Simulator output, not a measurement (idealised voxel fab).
Process module heading - voxel self aligned vias
We display cut, a cross-section 240 nm in width whose square cells are each 5 nm.
Reading order for cross-sections: top band down to bottom band. Underlying form: a grid of square cells. Band size: one or more rows of cells.
The band entry comprises the height of the band's top followed by the height of its bottom, expressed in nm, and subsequently the band's materials from left to right, each stated together with its width in nm. Where a single material is marked with the word "full width", that material fills the band from edge to edge. The word "air" represents empty space.
Where do heights start? At 0: under that level the wafer as delivered is made of one material only. And the lowest band has no floor; it just carries on downward, as in "0 nm and below".
You'd read "30->40" like this: the band's top row of cells is as wide as the first number, its bottom row is as wide as the second, and going down, every row changes width by the same amount as the row before did.
The cross-section has no changed cell in any step marked "remains unaltered".
Empty spaces counting at least 8 cells and having no open way to the top are listed in "Closed internal cavities". The notation width x height at distance is used for each, the distance being from the left edge and all three values in nm.
Post-settings text on a step line: simulator's own remark regarding the step.
Among the settings permitted on a step's line is "overlay nm"; applied to a step with a mask, it specifies the extent to which the mask lay to the right of its planned position, whereas a negative figure signifies a position to the left.

Process steps - plan:
1,RECEIVE,material Si
2,CONFORMAL_DEP,material SiO2,thk nm 15
3,CONFORMAL_DEP,material SiCN,thk nm 5
4,DIRECTIONAL_DEP,material SiO2,thk nm 25
5,MASKED_ETCH,tone open,mask id LINES,width nm 30,pitch nm 55,etch materials SiO2,depth nm 25,overlay nm -15
6,CONFORMAL_DEP,material TiN,thk nm 5
7,FILL_DEP,material W,thk nm 10
8,CMP,height nm 45
9,SELECTIVE_ETCH,etch materials W Ru TiN,depth nm 5
10,FILL_DEP,material SiN,thk nm 10
11,CMP,height nm 45
12,DIRECTIONAL_DEP,material SiO2,thk nm 20
13,MASKED_ETCH,tone open,mask id VIAS,width nm 40,pitch nm 55,etch materials SiO2,depth nm 20,overlay nm 0
14,MASKED_ETCH,tone open,mask id VIAS,width nm 40,pitch nm 55,etch materials SiN,depth nm 5,overlay nm 0
15,CONFORMAL_DEP,material TiN,thk nm 5
16,FILL_DEP,material W,thk nm 10
17,CMP,height nm 65
18,CONFORMAL_DEP,material SiCN,thk nm 5
Across this set of wafers, the varied parameter is the overlay nm of step 5. Starting conditions are identical for every wafer, and the plan reports the value assigned to the first wafer.

Received wafers, first of several: cross-section after step 1:
0 nm and below  Si full width
Closed internal cavities: none

Basically each wafer gets a line in the table, showing it at the end of the module: material by material, the cells it gained (+) or lost (-) since we got it, then its closed voids:
overlay nm -15; +96 SiCN; +4 SiN; +452 SiO2; +56 TiN; +64 W; Closed internal cavities: none
overlay nm -10; +96 SiCN; +2 SiN; +452 SiO2; +56 TiN; +66 W; Closed internal cavities: none
overlay nm -5; +96 SiCN; +452 SiO2; +56 TiN; +68 W; Closed internal cavities: none
overlay nm 0; +96 SiCN; +452 SiO2; +56 TiN; +68 W; Closed internal cavities: none
overlay nm 5; +96 SiCN; +452 SiO2; +56 TiN; +68 W; Closed internal cavities: none
overlay nm 10; +96 SiCN; +2 SiN; +452 SiO2; +56 TiN; +66 W; Closed internal cavities: none
overlay nm 15; +96 SiCN; +4 SiN; +452 SiO2; +56 TiN; +64 W; Closed internal cavities: none
